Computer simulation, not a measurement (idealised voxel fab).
Herein follows the process module entitled voxel transistor to metal.
We display cut, a cross-section 300 nm in width whose square cells are each 5 nm.
Cross-section format: a grid of square cells, given as bands from top to bottom; each band is one or more rows of cells.
The entry gives the band's vertical extent as a top height and a bottom height in nm, then its horizontal make-up as materials from left to right, each with a width in nm. "empty" stands for empty space; a single material marked "edge to edge" fills the band edge to edge.
Heads up on the height convention: 0 is the point under which the incoming wafer is all one material, and the lowest band has no bottom, it just keeps going down, like "0 nm and below".
Top row gets the first number, bottom row gets the second, and each row in between changes by the same step: that is how a band width like "30..40" works.
Any step labelled "nothing got changed" changed none of the cells in the cross-section.
Enclosed voids (no open way to top), threshold 8 cells or more, entry "Sealed voids", notation width x height at distance, distance from left edge, nm.
Whatever follows a step's settings on its line is a remark the simulator itself makes about that step.
"overlay nm" denotes, for a step that has a mask, the displacement of the mask to the right of its planned place, with negative values corresponding to the left.
Below you will find pairs of cross-sections. In each, one shows the wafer before one process step and the other after it, with the after view ending at the lowest band that changed. Under each pair is the step separating them, along with its settings. Do not assume the pairs form a chain: they can come from different runs of this module on the same starting wafer, and a pair continues from the pair above it only when its "Pre-step" entry says so.
Pre-step:
0 nm and below = Si edge to edge
Sealed voids: none
As Processed:
0 nm to -5 nm = SiO2 edge to edge
below -5: unchanged
Sealed voids: none
The transition between the preceding cross-sections is accomplished by OXIDIZE with depth nm 5
Pre-step: nothing new to draw here, it's the after view of the pair just above.
As Processed:
15 nm to 0 nm = SiN edge to edge
below 0: unchanged
Sealed voids: none
The transition between the preceding cross-sections is accomplished by CONFORMAL_DEP with material SiN, thk nm 15
Pre-step: nothing new to draw here, it's the after view of the pair just above.
As Processed:
30 nm to 15 nm = aC edge to edge
below 15: unchanged
Sealed voids: none
The transition between the preceding cross-sections is accomplished by DIRECTIONAL_DEP with material aC, thk nm 15
Pre-step: nothing new to draw here, it's the after view of the pair just above.
As Processed:
65 nm to 30 nm = empty: 40 | resist: 95 | empty: 30 | resist: 95 | empty: 40
below 30: unchanged
Sealed voids: none
The transition between the preceding cross-sections is accomplished by PATTERN with tone cover, mask id ACTIVE, material resist, width nm 95, pitch nm 125, thk nm 35, overlay nm 0
Pre-step: nothing new to draw here, it's the after view of the pair just above.
As Processed:
50 nm to 30 nm = empty: 40 | resist: 95 | empty: 30 | resist: 95 | empty: 40
30 nm to 15 nm = empty: 40 | aC: 95 | empty: 30 | aC: 95 | empty: 40
below 15: unchanged
Sealed voids: none
The transition between the preceding cross-sections is accomplished by DIRECTIONAL_ETCH with etch materials aC, depth nm 15
Pre-step: nothing new to draw here, it's the after view of the pair just above.
As Processed:
30 nm to 15 nm = empty: 40 | aC: 95 | empty: 30 | aC: 95 | empty: 40
below 15: unchanged
Sealed voids: none
The transition between the preceding cross-sections is accomplished by STRIP with etch materials resist
Pre-step: nothing new to draw here, it's the after view of the pair just above.
As Processed:
30 nm to 15 nm = empty: 40 | aC: 95 | empty: 30 | aC: 95 | empty: 40
15 nm to 0 nm = empty: 40 | SiN: 95 | empty: 30 | SiN: 95 | empty: 40
below 0: unchanged
Sealed voids: none
The transition between the preceding cross-sections is accomplished by DIRECTIONAL_ETCH with etch materials SiN, depth nm 15
Pre-step: nothing new to draw here, it's the after view of the pair just above.
As Processed:
30 nm to 15 nm = empty: 40 | aC: 95 | empty: 30 | aC: 95 | empty: 40
15 nm to 0 nm = empty: 40 | SiN: 95 | empty: 30 | SiN: 95 | empty: 40
0 nm to -5 nm = empty: 40 | SiO2: 95 | empty: 30 | SiO2: 95 | empty: 40
below -5: unchanged
Sealed voids: none
The transition between the preceding cross-sections is accomplished by DIRECTIONAL_ETCH with etch materials SiO2, depth nm 5
Pre-step: nothing new to draw here, it's the after view of the pair just above.
As Processed:
30 nm to 15 nm = empty: 40 | aC: 95 | empty: 30 | aC: 95 | empty: 40
15 nm to 0 nm = empty: 40 | SiN: 95 | empty: 30 | SiN: 95 | empty: 40
0 nm to -5 nm = empty: 40 | SiO2: 95 | empty: 30 | SiO2: 95 | empty: 40
-5 nm to -35 nm = empty: 40 | Si: 95 | empty: 30 | Si: 95 | empty: 40
below -35: unchanged
Sealed voids: none
The transition between the preceding cross-sections is accomplished by DIRECTIONAL_ETCH with etch materials Si, depth nm 30
Pre-step: nothing new to draw here, it's the after view of the pair just above.
As Processed:
15 nm to 0 nm = empty: 40 | SiN: 95 | empty: 30 | SiN: 95 | empty: 40
below 0: unchanged
Sealed voids: none
The transition between the preceding cross-sections is accomplished by STRIP with etch materials aC
Pre-step: nothing new to draw here, it's the after view of the pair just above.
As Processed:
30 nm to 15 nm = SiO2 edge to edge
15 nm to 0 nm = SiO2: 40 | SiN: 95 | SiO2: 30 | SiN: 95 | SiO2: 40
0 nm to -5 nm = SiO2 edge to edge
-5 nm to -35 nm = SiO2: 40 | Si: 95 | SiO2: 30 | Si: 95 | SiO2: 40
below -35: unchanged
Sealed voids: none
The transition between the preceding cross-sections is accomplished by FILL_DEP with material SiO2, thk nm 15
Pre-step: nothing new to draw here, it's the after view of the pair just above.
As Processed:
15 nm to 0 nm = SiO2: 40 | SiN: 95 | SiO2: 30 | SiN: 95 | SiO2: 40
below 0: unchanged
Sealed voids: none
The transition between the preceding cross-sections is accomplished by CMP with height nm 15
Pre-step: nothing new to draw here, it's the after view of the pair just above.
As Processed:
15 nm to 5 nm = empty: 40 | SiN: 95 | empty: 30 | SiN: 95 | empty: 40
below 5: unchanged
Sealed voids: none
The transition between the preceding cross-sections is accomplished by SELECTIVE_ETCH with etch materials SiO2, depth nm 10
Pre-step: nothing new to draw here, it's the after view of the pair just above.
As Processed:
5 nm to 0 nm = SiO2: 40 | empty: 95 | SiO2: 30 | empty: 95 | SiO2: 40
below 0: unchanged
Sealed voids: none
The transition between the preceding cross-sections is accomplished by STRIP with etch materials SiN
Pre-step: nothing new to draw here, it's the after view of the pair just above.
As Processed:
0 nm to -5 nm = SiO2: 35 | empty: 105 | SiO2: 20 | empty: 105 | SiO2: 35
below -5: unchanged
Sealed voids: none
The transition between the preceding cross-sections is accomplished by SELECTIVE_ETCH with etch materials SiO2, depth nm 5
Pre-step: nothing new to draw here, it's the after view of the pair just above.
As Processed:
0 nm to -5 nm = SiO2: 35 | empty: 105 | SiO2: 20 | empty: 105 | SiO2: 35
-5 nm to -10 nm = SiO2 edge to edge
below -10: unchanged
Sealed voids: none
The transition between the preceding cross-sections is accomplished by OXIDIZE with depth nm 5
Pre-step: nothing new to draw here, it's the after view of the pair just above.
As Processed:
20 nm to 15 nm = polySi: 35 | empty: 105 | polySi: 20 | empty: 105 | polySi: 35
15 nm to 0 nm = polySi edge to edge
0 nm to -5 nm = SiO2: 35 | polySi: 105 | SiO2: 20 | polySi: 105 | SiO2: 35
below -5: unchanged
Sealed voids: none
The transition between the preceding cross-sections is accomplished by DIRECTIONAL_DEP with material polySi, thk nm 20
Pre-step: nothing new to draw here, it's the after view of the pair just above.
As Processed:
35 nm to 30 nm = SiCN: 35 | empty: 105 | SiCN: 20 | empty: 105 | SiCN: 35
30 nm to 20 nm = SiCN edge to edge
20 nm to 15 nm = polySi: 35 | SiCN: 105 | polySi: 20 | SiCN: 105 | polySi: 35
below 15: unchanged
Sealed voids: none
The transition between the preceding cross-sections is accomplished by DIRECTIONAL_DEP with material SiCN, thk nm 15
Pre-step: nothing new to draw here, it's the after view of the pair just above.
As Processed:
30 nm to 20 nm = empty: 75 | SiCN: 25 | empty: 100 | SiCN: 25 | empty: 75
20 nm to 15 nm = polySi: 35 | empty: 40 | SiCN: 25 | empty: 40 | polySi: 20 | empty: 40 | SiCN: 25 | empty: 40 | polySi: 35
below 15: unchanged
Sealed voids: none
The transition between the preceding cross-sections is accomplished by MASKED_ETCH with tone cover, mask id GATE, width nm 25, pitch nm 125, etch materials SiCN, depth nm 25, overlay nm 0
Pre-step: nothing new to draw here, it's the after view of the pair just above.
As Processed:
30 nm to 15 nm = empty: 75 | SiCN: 25 | empty: 100 | SiCN: 25 | empty: 75
15 nm to 0 nm = empty: 75 | polySi: 25 | empty: 100 | polySi: 25 | empty: 75
0 nm to -5 nm = SiO2: 35 | empty: 40 | polySi: 25 | empty: 40 | SiO2: 20 | empty: 40 | polySi: 25 | empty: 40 | SiO2: 35
below -5: unchanged
Sealed voids: none
The transition between the preceding cross-sections is accomplished by MASKED_ETCH with tone cover, mask id GATE, width nm 25, pitch nm 125, etch materials polySi, depth nm 30, overlay nm 0
Pre-step: nothing new to draw here, it's the after view of the pair just above.
As Processed:
40 nm to 30 nm = empty: 65 | SiN: 45 | empty: 80 | SiN: 45 | empty: 65
30 nm to 15 nm = empty: 65 | SiN: 10 | SiCN: 25 | SiN: 10 | empty: 80 | SiN: 10 | SiCN: 25 | SiN: 10 | empty: 65
15 nm to 10 nm = empty: 65 | SiN: 10 | polySi: 25 | SiN: 10 | empty: 80 | SiN: 10 | polySi: 25 | SiN: 10 | empty: 65
10 nm to 5 nm = SiN: 45 | empty: 20 | SiN: 10 | polySi: 25 | SiN: 10 | empty: 20 | SiN: 40 | empty: 20 | SiN: 10 | polySi: 25 | SiN: 10 | empty: 20 | SiN: 45
5 nm to 0 nm = SiN: 75 | polySi: 25 | SiN: 100 | polySi: 25 | SiN: 75
0 nm to -5 nm = SiO2: 35 | SiN: 40 | polySi: 25 | SiN: 40 | SiO2: 20 | SiN: 40 | polySi: 25 | SiN: 40 | SiO2: 35
below -5: unchanged
Sealed voids: none
The transition between the preceding cross-sections is accomplished by CONFORMAL_DEP with material SiN, thk nm 10
Pre-step: nothing new to draw here, it's the after view of the pair just above.
As Processed:
30 nm to 15 nm = empty: 65 | SiN: 10 | SiCN: 25 | SiN: 10 | empty: 80 | SiN: 10 | SiCN: 25 | SiN: 10 | empty: 65
15 nm to 0 nm = empty: 65 | SiN: 10 | polySi: 25 | SiN: 10 | empty: 80 | SiN: 10 | polySi: 25 | SiN: 10 | empty: 65
0 nm to -5 nm = SiO2: 35 | SiN: 10 | empty: 20 | SiN: 10 | polySi: 25 | SiN: 10 | empty: 20 | SiN: 10 | SiO2: 20 | SiN: 10 | empty: 20 | SiN: 10 | polySi: 25 | SiN: 10 | empty: 20 | SiN: 10 | SiO2: 35
below -5: unchanged
Sealed voids: none
The transition between the preceding cross-sections is accomplished by DIRECTIONAL_ETCH with etch materials SiN, depth nm 10
Pre-step: nothing new to draw here, it's the after view of the pair just above.
As Processed:
30 nm to 15 nm = empty: 65 | SiN: 10 | SiCN: 25 | SiN: 10 | empty: 80 | SiN: 10 | SiCN: 25 | SiN: 10 | empty: 65
15 nm to 0 nm = empty: 65 | SiN: 10 | polySi: 25 | SiN: 10 | empty: 80 | SiN: 10 | polySi: 25 | SiN: 10 | empty: 65
0 nm to -5 nm = empty: 35 | SiN: 10 | empty: 20 | SiN: 10 | polySi: 25 | SiN: 10 | empty: 20 | SiN: 10 | empty: 20 | SiN: 10 | empty: 20 | SiN: 10 | polySi: 25 | SiN: 10 | empty: 20 | SiN: 10 | empty: 35
-5 nm to -10 nm = SiO2: 45 | empty: 20 | SiO2: 45 | empty: 20 | SiO2: 40 | empty: 20 | SiO2: 45 | empty: 20 | SiO2: 45
below -10: unchanged
Sealed voids: none
The transition between the preceding cross-sections is accomplished by DIRECTIONAL_ETCH with etch materials SiO2, depth nm 5
Pre-step: nothing new to draw here, it's the after view of the pair just above.
As Processed:
30 nm to 15 nm = empty: 65 | SiN: 10 | SiCN: 25 | SiN: 10 | empty: 80 | SiN: 10 | SiCN: 25 | SiN: 10 | empty: 65
15 nm to 0 nm = empty: 65 | SiN: 10 | polySi: 25 | SiN: 10 | empty: 80 | SiN: 10 | polySi: 25 | SiN: 10 | empty: 65
0 nm to -5 nm = empty: 35 | SiN: 10 | empty: 20 | SiN: 10 | polySi: 25 | SiN: 10 | empty: 20 | SiN: 10 | empty: 20 | SiN: 10 | empty: 20 | SiN: 10 | polySi: 25 | SiN: 10 | empty: 20 | SiN: 10 | empty: 35
-5 nm to -10 nm = SiO2: 45 | nSi: 20 | SiO2: 45 | nSi: 20 | SiO2: 40 | nSi: 20 | SiO2: 45 | nSi: 20 | SiO2: 45
below -10: unchanged
Sealed voids: none
The transition between the preceding cross-sections is accomplished by EPI with material nSi, thk nm 5
Pre-step: nothing new to draw here, it's the after view of the pair just above.
As Processed:
35 nm to 30 nm = SiO2 edge to edge
30 nm to 15 nm = SiO2: 65 | SiN: 10 | SiCN: 25 | SiN: 10 | SiO2: 80 | SiN: 10 | SiCN: 25 | SiN: 10 | SiO2: 65
15 nm to 0 nm = SiO2: 65 | SiN: 10 | polySi: 25 | SiN: 10 | SiO2: 80 | SiN: 10 | polySi: 25 | SiN: 10 | SiO2: 65
0 nm to -5 nm = SiO2: 35 | SiN: 10 | SiO2: 20 | SiN: 10 | polySi: 25 | SiN: 10 | SiO2: 20 | SiN: 10 | SiO2: 20 | SiN: 10 | SiO2: 20 | SiN: 10 | polySi: 25 | SiN: 10 | SiO2: 20 | SiN: 10 | SiO2: 35
below -5: unchanged
Sealed voids: none
The transition between the preceding cross-sections is accomplished by FILL_DEP with material SiO2, thk nm 5
Pre-step: nothing new to draw here, it's the after view of the pair just above.
As Processed:
15 nm to 0 nm = SiO2: 65 | SiN: 10 | polySi: 25 | SiN: 10 | SiO2: 80 | SiN: 10 | polySi: 25 | SiN: 10 | SiO2: 65
below 0: unchanged
Sealed voids: none
The transition between the preceding cross-sections is accomplished by CMP with height nm 15
Pre-step: nothing new to draw here, it's the after view of the pair just above.
As Processed:
15 nm to 0 nm = SiO2: 65 | SiN: 10 | empty: 25 | SiN: 10 | SiO2: 80 | SiN: 10 | empty: 25 | SiN: 10 | SiO2: 65
0 nm to -5 nm = SiO2: 35 | SiN: 10 | SiO2: 20 | SiN: 10 | empty: 25 | SiN: 10 | SiO2: 20 | SiN: 10 | SiO2: 20 | SiN: 10 | SiO2: 20 | SiN: 10 | empty: 25 | SiN: 10 | SiO2: 20 | SiN: 10 | SiO2: 35
below -5: unchanged
Sealed voids: none
The transition between the preceding cross-sections is accomplished by STRIP with etch materials polySi
Pre-step: nothing new to draw here, it's the after view of the pair just above.
As Processed:
15 nm to 10 nm = empty: 65 | SiN: 10 | empty: 25 | SiN: 10 | empty: 80 | SiN: 10 | empty: 25 | SiN: 10 | empty: 65
10 nm to 0 nm = SiO2: 65 | SiN: 10 | empty: 25 | SiN: 10 | SiO2: 80 | SiN: 10 | empty: 25 | SiN: 10 | SiO2: 65
0 nm to -5 nm = SiO2: 35 | SiN: 10 | SiO2: 20 | SiN: 10 | empty: 25 | SiN: 10 | SiO2: 20 | SiN: 10 | SiO2: 20 | SiN: 10 | SiO2: 20 | SiN: 10 | empty: 25 | SiN: 10 | SiO2: 20 | SiN: 10 | SiO2: 35
-5 nm to -10 nm = SiO2: 45 | nSi: 20 | SiO2: 5 | empty: 35 | SiO2: 5 | nSi: 20 | SiO2: 40 | nSi: 20 | SiO2: 5 | empty: 35 | SiO2: 5 | nSi: 20 | SiO2: 45
below -10: unchanged
Sealed voids: none
The transition between the preceding cross-sections is accomplished by SELECTIVE_ETCH with etch materials SiO2, depth nm 5
Pre-step: nothing new to draw here, it's the after view of the pair just above.
As Processed:
20 nm to 15 nm = empty: 60 | HfO2: 20 | empty: 15 | HfO2: 20 | empty: 70 | HfO2: 20 | empty: 15 | HfO2: 20 | empty: 60
15 nm to 10 nm = HfO2: 65 | SiN: 10 | HfO2: 5 | empty: 15 | HfO2: 5 | SiN: 10 | HfO2: 80 | SiN: 10 | HfO2: 5 | empty: 15 | HfO2: 5 | SiN: 10 | HfO2: 65
10 nm to 0 nm = SiO2: 65 | SiN: 10 | HfO2: 5 | empty: 15 | HfO2: 5 | SiN: 10 | SiO2: 80 | SiN: 10 | HfO2: 5 | empty: 15 | HfO2: 5 | SiN: 10 | SiO2: 65
0 nm to -5 nm = SiO2: 35 | SiN: 10 | SiO2: 20 | SiN: 10 | HfO2: 5 | empty: 15 | HfO2: 5 | SiN: 10 | SiO2: 20 | SiN: 10 | SiO2: 20 | SiN: 10 | SiO2: 20 | SiN: 10 | HfO2: 5 | empty: 15 | HfO2: 5 | SiN: 10 | SiO2: 20 | SiN: 10 | SiO2: 35
-5 nm to -10 nm = SiO2: 45 | nSi: 20 | SiO2: 5 | HfO2: 35 | SiO2: 5 | nSi: 20 | SiO2: 40 | nSi: 20 | SiO2: 5 | HfO2: 35 | SiO2: 5 | nSi: 20 | SiO2: 45
below -10: unchanged
Sealed voids: none
The transition between the preceding cross-sections is accomplished by CONFORMAL_DEP with material HfO2, thk nm 5
Pre-step: nothing new to draw here, it's the after view of the pair just above.
As Processed:
25 nm to 20 nm = empty: 55 | TiN: 30 | empty: 5 | TiN: 30 | empty: 60 | TiN: 30 | empty: 5 | TiN: 30 | empty: 55
20 nm to 15 nm = TiN: 60 | HfO2: 20 | TiN: 5 | empty: 5 | TiN: 5 | HfO2: 20 | TiN: 70 | HfO2: 20 | TiN: 5 | empty: 5 | TiN: 5 | HfO2: 20 | TiN: 60
15 nm to 10 nm = HfO2: 65 | SiN: 10 | HfO2: 5 | TiN: 5 | empty: 5 | TiN: 5 | HfO2: 5 | SiN: 10 | HfO2: 80 | SiN: 10 | HfO2: 5 | TiN: 5 | empty: 5 | TiN: 5 | HfO2: 5 | SiN: 10 | HfO2: 65
10 nm to 0 nm = SiO2: 65 | SiN: 10 | HfO2: 5 | TiN: 5 | empty: 5 | TiN: 5 | HfO2: 5 | SiN: 10 | SiO2: 80 | SiN: 10 | HfO2: 5 | TiN: 5 | empty: 5 | TiN: 5 | HfO2: 5 | SiN: 10 | SiO2: 65
0 nm to -5 nm = SiO2: 35 | SiN: 10 | SiO2: 20 | SiN: 10 | HfO2: 5 | TiN: 15 | HfO2: 5 | SiN: 10 | SiO2: 20 | SiN: 10 | SiO2: 20 | SiN: 10 | SiO2: 20 | SiN: 10 | HfO2: 5 | TiN: 15 | HfO2: 5 | SiN: 10 | SiO2: 20 | SiN: 10 | SiO2: 35
below -5: unchanged
Sealed voids: none
The transition between the preceding cross-sections is accomplished by CONFORMAL_DEP with material TiN, thk nm 5
Pre-step: nothing new to draw here, it's the after view of the pair just above.
As Processed:
30 nm to 25 nm = W edge to edge
25 nm to 20 nm = W: 55 | TiN: 30 | W: 5 | TiN: 30 | W: 60 | TiN: 30 | W: 5 | TiN: 30 | W: 55
20 nm to 15 nm = TiN: 60 | HfO2: 20 | TiN: 5 | W: 5 | TiN: 5 | HfO2: 20 | TiN: 70 | HfO2: 20 | TiN: 5 | W: 5 | TiN: 5 | HfO2: 20 | TiN: 60
15 nm to 10 nm = HfO2: 65 | SiN: 10 | HfO2: 5 | TiN: 5 | W: 5 | TiN: 5 | HfO2: 5 | SiN: 10 | HfO2: 80 | SiN: 10 | HfO2: 5 | TiN: 5 | W: 5 | TiN: 5 | HfO2: 5 | SiN: 10 | HfO2: 65
10 nm to 0 nm = SiO2: 65 | SiN: 10 | HfO2: 5 | TiN: 5 | W: 5 | TiN: 5 | HfO2: 5 | SiN: 10 | SiO2: 80 | SiN: 10 | HfO2: 5 | TiN: 5 | W: 5 | TiN: 5 | HfO2: 5 | SiN: 10 | SiO2: 65
below 0: unchanged
Sealed voids: none
The transition between the preceding cross-sections is accomplished by FILL_DEP with material W, thk nm 5
Pre-step: nothing new to draw here, it's the after view of the pair just above.
As Processed:
10 nm to 0 nm = SiO2: 65 | SiN: 10 | HfO2: 5 | TiN: 5 | W: 5 | TiN: 5 | HfO2: 5 | SiN: 10 | SiO2: 80 | SiN: 10 | HfO2: 5 | TiN: 5 | W: 5 | TiN: 5 | HfO2: 5 | SiN: 10 | SiO2: 65
below 0: unchanged
Sealed voids: none
The transition between the preceding cross-sections is accomplished by CMP with height nm 10
Pre-step: nothing new to draw here, it's the after view of the pair just above.
As Processed:
20 nm to 10 nm = SiO2 edge to edge
below 10: unchanged
Sealed voids: none
The transition between the preceding cross-sections is accomplished by DIRECTIONAL_DEP with material SiO2, thk nm 10
Pre-step: nothing new to draw here, it's the after view of the pair just above.
As Processed:
40 nm to 20 nm = resist: 45 | empty: 15 | resist: 55 | empty: 15 | resist: 40 | empty: 15 | resist: 55 | empty: 15 | resist: 45
below 20: unchanged
Sealed voids: none
The transition between the preceding cross-sections is accomplished by PATTERN with tone open, mask id CONTACT, material resist, width nm 15, thk nm 20, overlay nm 0
Pre-step: nothing new to draw here, it's the after view of the pair just above.
As Processed:
40 nm to 20 nm = resist: 45 | empty: 15 | resist: 55 | empty: 15 | resist: 40 | empty: 15 | resist: 55 | empty: 15 | resist: 45
20 nm to 10 nm = SiO2: 45 | empty: 15 | SiO2: 55 | empty: 15 | SiO2: 40 | empty: 15 | SiO2: 55 | empty: 15 | SiO2: 45
10 nm to 0 nm = SiO2: 45 | empty: 15 | SiO2: 5 | SiN: 10 | HfO2: 5 | TiN: 5 | W: 5 | TiN: 5 | HfO2: 5 | SiN: 10 | SiO2: 5 | empty: 15 | SiO2: 40 | empty: 15 | SiO2: 5 | SiN: 10 | HfO2: 5 | TiN: 5 | W: 5 | TiN: 5 | HfO2: 5 | SiN: 10 | SiO2: 5 | empty: 15 | SiO2: 45
0 nm to -5 nm = SiO2: 35 | SiN: 10 | empty: 15 | SiO2: 5 | SiN: 10 | HfO2: 5 | TiN: 15 | HfO2: 5 | SiN: 10 | SiO2: 5 | empty: 15 | SiN: 10 | SiO2: 20 | SiN: 10 | empty: 15 | SiO2: 5 | SiN: 10 | HfO2: 5 | TiN: 15 | HfO2: 5 | SiN: 10 | SiO2: 5 | empty: 15 | SiN: 10 | SiO2: 35
below -5: unchanged
Sealed voids: none
The transition between the preceding cross-sections is accomplished by DIRECTIONAL_ETCH with etch materials SiO2, depth nm 25
Pre-step: nothing new to draw here, it's the after view of the pair just above.
As Processed:
20 nm to 10 nm = SiO2: 45 | empty: 15 | SiO2: 55 | empty: 15 | SiO2: 40 | empty: 15 | SiO2: 55 | empty: 15 | SiO2: 45
below 10: unchanged
Sealed voids: none
The transition between the preceding cross-sections is accomplished by STRIP with etch materials resist
Pre-step: nothing new to draw here, it's the after view of the pair just above.
As Processed:
25 nm to 20 nm = TiN: 50 | empty: 5 | TiN: 65 | empty: 5 | TiN: 50 | empty: 5 | TiN: 65 | empty: 5 | TiN: 50
20 nm to 10 nm = SiO2: 45 | TiN: 5 | empty: 5 | TiN: 5 | SiO2: 55 | TiN: 5 | empty: 5 | TiN: 5 | SiO2: 40 | TiN: 5 | empty: 5 | TiN: 5 | SiO2: 55 | TiN: 5 | empty: 5 | TiN: 5 | SiO2: 45
10 nm to 0 nm = SiO2: 45 | TiN: 5 | empty: 5 | TiN: 5 | SiO2: 5 | SiN: 10 | HfO2: 5 | TiN: 5 | W: 5 | TiN: 5 | HfO2: 5 | SiN: 10 | SiO2: 5 | TiN: 5 | empty: 5 | TiN: 5 | SiO2: 40 | TiN: 5 | empty: 5 | TiN: 5 | SiO2: 5 | SiN: 10 | HfO2: 5 | TiN: 5 | W: 5 | TiN: 5 | HfO2: 5 | SiN: 10 | SiO2: 5 | TiN: 5 | empty: 5 | TiN: 5 | SiO2: 45
0 nm to -5 nm = SiO2: 35 | SiN: 10 | TiN: 15 | SiO2: 5 | SiN: 10 | HfO2: 5 | TiN: 15 | HfO2: 5 | SiN: 10 | SiO2: 5 | TiN: 15 | SiN: 10 | SiO2: 20 | SiN: 10 | TiN: 15 | SiO2: 5 | SiN: 10 | HfO2: 5 | TiN: 15 | HfO2: 5 | SiN: 10 | SiO2: 5 | TiN: 15 | SiN: 10 | SiO2: 35
below -5: unchanged
Sealed voids: none
The transition between the preceding cross-sections is accomplished by CONFORMAL_DEP with material TiN, thk nm 5
Pre-step: nothing new to draw here, it's the after view of the pair just above.
As Processed:
35 nm to 25 nm = Ru edge to edge
25 nm to 20 nm = TiN: 50 | Ru: 5 | TiN: 65 | Ru: 5 | TiN: 50 | Ru: 5 | TiN: 65 | Ru: 5 | TiN: 50
20 nm to 10 nm = SiO2: 45 | TiN: 5 | Ru: 5 | TiN: 5 | SiO2: 55 | TiN: 5 | Ru: 5 | TiN: 5 | SiO2: 40 | TiN: 5 | Ru: 5 | TiN: 5 | SiO2: 55 | TiN: 5 | Ru: 5 | TiN: 5 | SiO2: 45
10 nm to 0 nm = SiO2: 45 | TiN: 5 | Ru: 5 | TiN: 5 | SiO2: 5 | SiN: 10 | HfO2: 5 | TiN: 5 | W: 5 | TiN: 5 | HfO2: 5 | SiN: 10 | SiO2: 5 | TiN: 5 | Ru: 5 | TiN: 5 | SiO2: 40 | TiN: 5 | Ru: 5 | TiN: 5 | SiO2: 5 | SiN: 10 | HfO2: 5 | TiN: 5 | W: 5 | TiN: 5 | HfO2: 5 | SiN: 10 | SiO2: 5 | TiN: 5 | Ru: 5 | TiN: 5 | SiO2: 45
below 0: unchanged
Sealed voids: none
The transition between the preceding cross-sections is accomplished by FILL_DEP with material Ru, thk nm 10
Pre-step: nothing new to draw here, it's the after view of the pair just above.
As Processed:
20 nm to 10 nm = SiO2: 45 | TiN: 5 | Ru: 5 | TiN: 5 | SiO2: 55 | TiN: 5 | Ru: 5 | TiN: 5 | SiO2: 40 | TiN: 5 | Ru: 5 | TiN: 5 | SiO2: 55 | TiN: 5 | Ru: 5 | TiN: 5 | SiO2: 45
below 10: unchanged
Sealed voids: none
The transition between the preceding cross-sections is accomplished by CMP with height nm 20
Pre-step: nothing new to draw here, it's the after view of the pair just above.
As Processed:
25 nm to 20 nm = SiCN edge to edge
below 20: unchanged
Sealed voids: none
The transition between the preceding cross-sections is accomplished by CONFORMAL_DEP with material SiCN, thk nm 5
Pre-step: nothing new to draw here, it's the after view of the pair just above.
As Processed:
45 nm to 25 nm = lowk edge to edge
below 25: unchanged
Sealed voids: none
The transition between the preceding cross-sections is accomplished by DIRECTIONAL_DEP with material lowk, thk nm 20
Pre-step: nothing new to draw here, it's the after view of the pair just above.
As Processed:
55 nm to 45 nm = aC edge to edge
below 45: unchanged
Sealed voids: none
The transition between the preceding cross-sections is accomplished by DIRECTIONAL_DEP with material aC, thk nm 10
Pre-step: nothing new to draw here, it's the after view of the pair just above.
As Processed:
85 nm to 55 nm = resist: 45 | empty: 15 | resist: 55 | empty: 15 | resist: 40 | empty: 15 | resist: 55 | empty: 15 | resist: 45
below 55: unchanged
Sealed voids: none
The transition between the preceding cross-sections is accomplished by PATTERN with tone open, mask id METAL_1, material resist, width nm 15, thk nm 30, overlay nm 0
Pre-step: nothing new to draw here, it's the after view of the pair just above.
As Processed:
75 nm to 55 nm = resist: 45 | empty: 15 | resist: 55 | empty: 15 | resist: 40 | empty: 15 | resist: 55 | empty: 15 | resist: 45
55 nm to 45 nm = aC: 45 | empty: 15 | aC: 55 | empty: 15 | aC: 40 | empty: 15 | aC: 55 | empty: 15 | aC: 45
below 45: unchanged
Sealed voids: none
The transition between the preceding cross-sections is accomplished by DIRECTIONAL_ETCH with etch materials aC, depth nm 10
Pre-step: nothing new to draw here, it's the after view of the pair just above.
As Processed:
55 nm to 45 nm = aC: 45 | empty: 15 | aC: 55 | empty: 15 | aC: 40 | empty: 15 | aC: 55 | empty: 15 | aC: 45
below 45: unchanged
Sealed voids: none
The transition between the preceding cross-sections is accomplished by STRIP with etch materials resist
Pre-step: nothing new to draw here, it's the after view of the pair just above.
As Processed:
55 nm to 45 nm = aC: 45 | empty: 15 | aC: 55 | empty: 15 | aC: 40 | empty: 15 | aC: 55 | empty: 15 | aC: 45
45 nm to 25 nm = lowk: 45 | empty: 15 | lowk: 55 | empty: 15 | lowk: 40 | empty: 15 | lowk: 55 | empty: 15 | lowk: 45
below 25: unchanged
Sealed voids: none
The transition between the preceding cross-sections is accomplished by DIRECTIONAL_ETCH with etch materials lowk, depth nm 20
Pre-step: nothing new to draw here, it's the after view of the pair just above.
As Processed:
55 nm to 45 nm = aC: 45 | empty: 15 | aC: 55 | empty: 15 | aC: 40 | empty: 15 | aC: 55 | empty: 15 | aC: 45
45 nm to 25 nm = lowk: 45 | empty: 15 | lowk: 55 | empty: 15 | lowk: 40 | empty: 15 | lowk: 55 | empty: 15 | lowk: 45
25 nm to 20 nm = SiCN: 45 | empty: 15 | SiCN: 55 | empty: 15 | SiCN: 40 | empty: 15 | SiCN: 55 | empty: 15 | SiCN: 45
below 20: unchanged
Sealed voids: none
The transition between the preceding cross-sections is accomplished by DIRECTIONAL_ETCH with etch materials SiCN, depth nm 5
Pre-step: nothing new to draw here, it's the after view of the pair just above.
As Processed:
45 nm to 25 nm = lowk: 45 | empty: 15 | lowk: 55 | empty: 15 | lowk: 40 | empty: 15 | lowk: 55 | empty: 15 | lowk: 45
below 25: unchanged
Sealed voids: none
The transition between the preceding cross-sections is accomplished by STRIP with etch materials aC
Pre-step: nothing new to draw here, it's the after view of the pair just above.
As Processed:
50 nm to 45 nm = TiN: 50 | empty: 5 | TiN: 65 | empty: 5 | TiN: 50 | empty: 5 | TiN: 65 | empty: 5 | TiN: 50
45 nm to 25 nm = lowk: 45 | TiN: 5 | empty: 5 | TiN: 5 | lowk: 55 | TiN: 5 | empty: 5 | TiN: 5 | lowk: 40 | TiN: 5 | empty: 5 | TiN: 5 | lowk: 55 | TiN: 5 | empty: 5 | TiN: 5 | lowk: 45
25 nm to 20 nm = SiCN: 45 | TiN: 15 | SiCN: 55 | TiN: 15 | SiCN: 40 | TiN: 15 | SiCN: 55 | TiN: 15 | SiCN: 45
below 20: unchanged
Sealed voids: none
The transition between the preceding cross-sections is accomplished by CONFORMAL_DEP with material TiN, thk nm 5
Pre-step: nothing new to draw here, it's the after view of the pair just above.
As Processed:
60 nm to 50 nm = Ru edge to edge
50 nm to 45 nm = TiN: 50 | Ru: 5 | TiN: 65 | Ru: 5 | TiN: 50 | Ru: 5 | TiN: 65 | Ru: 5 | TiN: 50
45 nm to 25 nm = lowk: 45 | TiN: 5 | Ru: 5 | TiN: 5 | lowk: 55 | TiN: 5 | Ru: 5 | TiN: 5 | lowk: 40 | TiN: 5 | Ru: 5 | TiN: 5 | lowk: 55 | TiN: 5 | Ru: 5 | TiN: 5 | lowk: 45
below 25: unchanged
Sealed voids: none
The transition between the preceding cross-sections is accomplished by FILL_DEP with material Ru, thk nm 10
